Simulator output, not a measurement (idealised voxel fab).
A process module follows: voxel gate over fins.
For reference, the cross-section in this document is cut, with width 245 nm and square cells of 5 nm.
If you're reading a cross-section in this doc, picture square cells in a grid; it comes to you as bands, top ones listed first down to the bottom, and a band can be one or more rows of cells.
The band entry comprises the height of the band's top followed by the height of its bottom, expressed in nm, and subsequently the band's materials from left to right, each stated together with its width in nm. Where a single material is marked with the word "edge to edge", that material fills the band from edge to edge. The word "air" represents empty space.
For the purposes of this specification, 0 denotes the height below which the wafer in its as-received condition is composed wholly of one material, and the lowermost band, lacking a lower limit, extends downward without end, as expressed in "from 0 down".
Width "30..40": first value at the band's top row of cells, second value at its bottom row, equal change from row to row.
For the purposes of this document, the phrase "remains unaltered" attached to a step denotes that no cell within the cross-section was modified by that step.
Any empty space of 8 cells or more lacking an open way to the top shows up in "Internal closed voids" as width x height at distance, distance from the left edge, in nm.
If you see something after the settings on a step's line, that's the simulator's own remark about that step.
overlay nm: mask offset rightward from planned place, masked step; negative means leftward offset.

The steps planned for the process are as follows:
1: RECEIVE with material Si
2: CONFORMAL_DEP with material SiN, thk nm 10
3: DIRECTIONAL_DEP with material aC, thk nm 10
4: PATTERN with tone cover, mask id FINS, material resist, width nm 15, pitch nm 55, thk nm 30, overlay nm 0
5: DIRECTIONAL_ETCH with etch materials aC, depth nm 10
6: STRIP with etch materials resist
7: DIRECTIONAL_ETCH with etch materials SiN, depth nm 10
8: DIRECTIONAL_ETCH with etch materials Si, depth nm 40
9: STRIP with etch materials aC
10: OXIDIZE with depth nm 5
11: FILL_DEP with material SiO2, thk nm 10
12: CMP with height nm 10
13: PATTERN with tone open, mask id RAIL, material resist, width nm 15, thk nm 15, overlay nm 0
14: DIRECTIONAL_ETCH with etch materials SiO2, depth nm 45
15: STRIP with etch materials resist
16: CONFORMAL_DEP with material TiN, thk nm 5
17: FILL_DEP with material Ru, thk nm 10
18: CMP with height nm 10
19: SELECTIVE_ETCH with etch materials W Ru TiN, depth nm 30
20: FILL_DEP with material SiO2, thk nm 5
21: CMP with height nm 10
22: SELECTIVE_ETCH with etch materials SiO2, depth nm 20
23: STRIP with etch materials SiN
24: CONFORMAL_DEP with material HfO2, thk nm 5
25: CONFORMAL_DEP with material TiN, thk nm 5
26: FILL_DEP with material W, thk nm 15
27: CMP with height nm 20
28: CONFORMAL_DEP with material SiN, thk nm 5

Of two wafers, the first: run according to plan:

Cross-section of the wafer as it came to us, i.e., already through step 1:
> from 0 down: Si edge to edge
> Internal closed voids: none

After step 2: wafer cross-section:
> from 10 to 0: SiN edge to edge
> Nothing below the height 0 has changed.

After step 3: wafer cross-section:
> from 20 to 10: aC edge to edge
> Nothing below the height 10 has changed.

After step 4: wafer cross-section:
> from 50 to 20: air (85) / resist (15) / air (40) / resist (15) / air (90)
> Nothing below the height 20 has changed.

After step 5: wafer cross-section:
> from 40 to 20: air (85) / resist (15) / air (40) / resist (15) / air (90)
> from 20 to 10: air (85) / aC (15) / air (40) / aC (15) / air (90)
> Nothing below the height 10 has changed.

After step 6: wafer cross-section:
> from 20 to 10: air (85) / aC (15) / air (40) / aC (15) / air (90)
> Nothing below the height 10 has changed.

After step 7: wafer cross-section:
> from 20 to 10: air (85) / aC (15) / air (40) / aC (15) / air (90)
> from 10 to 0: air (85) / SiN (15) / air (40) / SiN (15) / air (90)
> Nothing below the height 0 has changed.

After step 8: wafer cross-section:
> from 20 to 10: air (85) / aC (15) / air (40) / aC (15) / air (90)
> from 10 to 0: air (85) / SiN (15) / air (40) / SiN (15) / air (90)
> from 0 to -40: air (85) / Si (15) / air (40) / Si (15) / air (90)
> Nothing below the height -40 has changed.

After step 9: wafer cross-section:
> from 10 to 0: air (85) / SiN (15) / air (40) / SiN (15) / air (90)
> Nothing below the height 0 has changed.

After step 10: wafer cross-section:
> from 10 to 0: air (85) / SiN (15) / air (40) / SiN (15) / air (90)
> from 0 to -40: air (85) / SiO2 (5) / Si (5) / SiO2 (5) / air (40) / SiO2 (5) / Si (5) / SiO2 (5) / air (90)
> from -40 to -45: SiO2 (90) / Si (5) / SiO2 (50) / Si (5) / SiO2 (95)
> Nothing below the height -45 has changed.

After step 11: wafer cross-section:
> from 20 to 10: SiO2 edge to edge
> from 10 to 0: SiO2 (85) / SiN (15) / SiO2 (40) / SiN (15) / SiO2 (90)
> from 0 to -45: SiO2 (90) / Si (5) / SiO2 (50) / Si (5) / SiO2 (95)
> Nothing below the height -45 has changed.

After step 12: wafer cross-section:
> from 10 to 0: SiO2 (85) / SiN (15) / SiO2 (40) / SiN (15) / SiO2 (90)
> Nothing below the height 0 has changed.

After step 13: wafer cross-section:
> from 25 to 10: resist (110) / air (15) / resist (120)
> Nothing below the height 10 has changed.

After step 14: wafer cross-section:
> from 25 to 10: resist (110) / air (15) / resist (120)
> from 10 to 0: SiO2 (85) / SiN (15) / SiO2 (10) / air (15) / SiO2 (15) / SiN (15) / SiO2 (90)
> from 0 to -35: SiO2 (90) / Si (5) / SiO2 (15) / air (15) / SiO2 (20) / Si (5) / SiO2 (95)
> Nothing below the height -35 has changed.

After step 15: wafer cross-section:
> from 10 to 0: SiO2 (85) / SiN (15) / SiO2 (10) / air (15) / SiO2 (15) / SiN (15) / SiO2 (90)
> Nothing below the height 0 has changed.

After step 16: wafer cross-section:
> from 15 to 10: TiN (115) / air (5) / TiN (125)
> from 10 to 0: SiO2 (85) / SiN (15) / SiO2 (10) / TiN (5) / air (5) / TiN (5) / SiO2 (15) / SiN (15) / SiO2 (90)
> from 0 to -30: SiO2 (90) / Si (5) / SiO2 (15) / TiN (5) / air (5) / TiN (5) / SiO2 (20) / Si (5) / SiO2 (95)
> from -30 to -35: SiO2 (90) / Si (5) / SiO2 (15) / TiN (15) / SiO2 (20) / Si (5) / SiO2 (95)
> Nothing below the height -35 has changed.

After step 17: wafer cross-section:
> from 25 to 15: Ru edge to edge
> from 15 to 10: TiN (115) / Ru (5) / TiN (125)
> from 10 to 0: SiO2 (85) / SiN (15) / SiO2 (10) / TiN (5) / Ru (5) / TiN (5) / SiO2 (15) / SiN (15) / SiO2 (90)
> from 0 to -30: SiO2 (90) / Si (5) / SiO2 (15) / TiN (5) / Ru (5) / TiN (5) / SiO2 (20) / Si (5) / SiO2 (95)
> Nothing below the height -30 has changed.

After step 18: wafer cross-section:
> from 10 to 0: SiO2 (85) / SiN (15) / SiO2 (10) / TiN (5) / Ru (5) / TiN (5) / SiO2 (15) / SiN (15) / SiO2 (90)
> Nothing below the height 0 has changed.

After step 19: wafer cross-section:
> from 10 to 0: SiO2 (85) / SiN (15) / SiO2 (10) / air (15) / SiO2 (15) / SiN (15) / SiO2 (90)
> from 0 to -20: SiO2 (90) / Si (5) / SiO2 (15) / air (15) / SiO2 (20) / Si (5) / SiO2 (95)
> Nothing below the height -20 has changed.

After step 20: wafer cross-section:
> from 15 to 10: SiO2 edge to edge
> from 10 to 0: SiO2 (85) / SiN (15) / SiO2 (40) / SiN (15) / SiO2 (90)
> from 0 to -20: SiO2 (90) / Si (5) / SiO2 (50) / Si (5) / SiO2 (95)
> Nothing below the height -20 has changed.

After step 21: wafer cross-section:
> from 10 to 0: SiO2 (85) / SiN (15) / SiO2 (40) / SiN (15) / SiO2 (90)
> Nothing below the height 0 has changed.

After step 22: wafer cross-section:
> from 10 to 0: air (85) / SiN (15) / air (40) / SiN (15) / air (90)
> from 0 to -10: air (90) / Si (5) / air (50) / Si (5) / air (95)
> Nothing below the height -10 has changed.

After step 23: wafer cross-section:
> from 0 to -10: air (90) / Si (5) / air (50) / Si (5) / air (95)
> Nothing below the height -10 has changed.

After step 24: wafer cross-section:
> from 5 to 0: air (85) / HfO2 (15) / air (40) / HfO2 (15) / air (90)
> from 0 to -5: air (85) / HfO2 (5) / Si (5) / HfO2 (5) / air (40) / HfO2 (5) / Si (5) / HfO2 (5) / air (90)
> from -5 to -10: HfO2 (90) / Si (5) / HfO2 (50) / Si (5) / HfO2 (95)
> Nothing below the height -10 has changed.

After step 25: wafer cross-section:
> from 10 to 5: air (80) / TiN (25) / air (30) / TiN (25) / air (85)
> from 5 to 0: air (80) / TiN (5) / HfO2 (15) / TiN (5) / air (30) / TiN (5) / HfO2 (15) / TiN (5) / air (85)
> from 0 to -5: TiN (85) / HfO2 (5) / Si (5) / HfO2 (5) / TiN (40) / HfO2 (5) / Si (5) / HfO2 (5) / TiN (90)
> Nothing below the height -5 has changed.

After step 26: wafer cross-section:
> from 25 to 10: W edge to edge
> from 10 to 5: W (80) / TiN (25) / W (30) / TiN (25) / W (85)
> from 5 to 0: W (80) / TiN (5) / HfO2 (15) / TiN (5) / W (30) / TiN (5) / HfO2 (15) / TiN (5) / W (85)
> Nothing below the height 0 has changed.

After step 27: wafer cross-section:
> from 20 to 10: W edge to edge
> Nothing below the height 10 has changed.

After step 28: wafer cross-section:
> from 25 to 20: SiN edge to edge
> Nothing below the height 20 has changed.

Notes, second wafer: start = first wafer's, plan = first wafer's, execution had one mistake; history identical to first through step 12:

What the second wafer looks like in cross-section when step 13 should have wrapped up:
> from 25 to 10: resist (105) / air (15) / resist (125)
> Nothing below the height 10 has changed.

What the second wafer looks like in cross-section when step 14 should have wrapped up:
> from 25 to 10: resist (105) / air (15) / resist (125)
> from 10 to 0: SiO2 (85) / SiN (15) / SiO2 (5) / air (15) / SiO2 (20) / SiN (15) / SiO2 (90)
> from 0 to -35: SiO2 (90) / Si (5) / SiO2 (10) / air (15) / SiO2 (25) / Si (5) / SiO2 (95)
> Nothing below the height -35 has changed.

What the second wafer looks like in cross-section when step 15 should have wrapped up:
> from 10 to 0: SiO2 (85) / SiN (15) / SiO2 (5) / air (15) / SiO2 (20) / SiN (15) / SiO2 (90)
> Nothing below the height 0 has changed.

What the second wafer looks like in cross-section when step 16 should have wrapped up:
> from 15 to 10: TiN (110) / air (5) / TiN (130)
> from 10 to 0: SiO2 (85) / SiN (15) / SiO2 (5) / TiN (5) / air (5) / TiN (5) / SiO2 (20) / SiN (15) / SiO2 (90)
> from 0 to -30: SiO2 (90) / Si (5) / SiO2 (10) / TiN (5) / air (5) / TiN (5) / SiO2 (25) / Si (5) / SiO2 (95)
> from -30 to -35: SiO2 (90) / Si (5) / SiO2 (10) / TiN (15) / SiO2 (25) / Si (5) / SiO2 (95)
> Nothing below the height -35 has changed.

What the second wafer looks like in cross-section when step 17 should have wrapped up:
> from 25 to 15: Ru edge to edge
> from 15 to 10: TiN (110) / Ru (5) / TiN (130)
> from 10 to 0: SiO2 (85) / SiN (15) / SiO2 (5) / TiN (5) / Ru (5) / TiN (5) / SiO2 (20) / SiN (15) / SiO2 (90)
> from 0 to -30: SiO2 (90) / Si (5) / SiO2 (10) / TiN (5) / Ru (5) / TiN (5) / SiO2 (25) / Si (5) / SiO2 (95)
> Nothing below the height -30 has changed.

What the second wafer looks like in cross-section when step 18 should have wrapped up:
> from 10 to 0: SiO2 (85) / SiN (15) / SiO2 (5) / TiN (5) / Ru (5) / TiN (5) / SiO2 (20) / SiN (15) / SiO2 (90)
> Nothing below the height 0 has changed.

What the second wafer looks like in cross-section when step 19 should have wrapped up:
> from 10 to 0: SiO2 (85) / SiN (15) / SiO2 (5) / air (15) / SiO2 (20) / SiN (15) / SiO2 (90)
> from 0 to -20: SiO2 (90) / Si (5) / SiO2 (10) / air (15) / SiO2 (25) / Si (5) / SiO2 (95)
> Nothing below the height -20 has changed.

What the second wafer looks like in cross-section when step 20 should have wrapped up:
> from 15 to 10: SiO2 edge to edge
> from 10 to 0: SiO2 (85) / SiN (15) / SiO2 (40) / SiN (15) / SiO2 (90)
> from 0 to -20: SiO2 (90) / Si (5) / SiO2 (50) / Si (5) / SiO2 (95)
> Nothing below the height -20 has changed.

What the second wafer looks like in cross-section when step 21 should have wrapped up:
> from 10 to 0: SiO2 (85) / SiN (15) / SiO2 (40) / SiN (15) / SiO2 (90)
> Nothing below the height 0 has changed.

What the second wafer looks like in cross-section when step 22 should have wrapped up:
> from 10 to 0: air (85) / SiN (15) / air (40) / SiN (15) / air (90)
> from 0 to -10: air (90) / Si (5) / air (50) / Si (5) / air (95)
> Nothing below the height -10 has changed.

What the second wafer looks like in cross-section when step 23 should have wrapped up:
> from 0 to -10: air (90) / Si (5) / air (50) / Si (5) / air (95)
> Nothing below the height -10 has changed.

What the second wafer looks like in cross-section when step 24 should have wrapped up:
> from 5 to 0: air (85) / HfO2 (15) / air (40) / HfO2 (15) / air (90)
> from 0 to -5: air (85) / HfO2 (5) / Si (5) / HfO2 (5) / air (40) / HfO2 (5) / Si (5) / HfO2 (5) / air (90)
> from -5 to -10: HfO2 (90) / Si (5) / HfO2 (50) / Si (5) / HfO2 (95)
> Nothing below the height -10 has changed.

What the second wafer looks like in cross-section when step 25 should have wrapped up:
> from 10 to 5: air (80) / TiN (25) / air (30) / TiN (25) / air (85)
> from 5 to 0: air (80) / TiN (5) / HfO2 (15) / TiN (5) / air (30) / TiN (5) / HfO2 (15) / TiN (5) / air (85)
> from 0 to -5: TiN (85) / HfO2 (5) / Si (5) / HfO2 (5) / TiN (40) / HfO2 (5) / Si (5) / HfO2 (5) / TiN (90)
> Nothing below the height -5 has changed.

What the second wafer looks like in cross-section when step 26 should have wrapped up:
> from 25 to 10: W edge to edge
> from 10 to 5: W (80) / TiN (25) / W (30) / TiN (25) / W (85)
> from 5 to 0: W (80) / TiN (5) / HfO2 (15) / TiN (5) / W (30) / TiN (5) / HfO2 (15) / TiN (5) / W (85)
> Nothing below the height 0 has changed.

What the second wafer looks like in cross-section when step 27 should have wrapped up:
> from 20 to 10: W edge to edge
> Nothing below the height 10 has changed.

What the second wafer looks like in cross-section when step 28 should have wrapped up:
> from 25 to 20: SiN edge to edge
> Nothing below the height 20 has changed.
Processing error: rather than as planned, step 13 actually ran as PATTERN with tone open, mask id RAIL, material resist, width nm 15, thk nm 15, overlay nm -5
Heads up: at the end the two wafers have identical cell counts per material, they're just laid out differently.
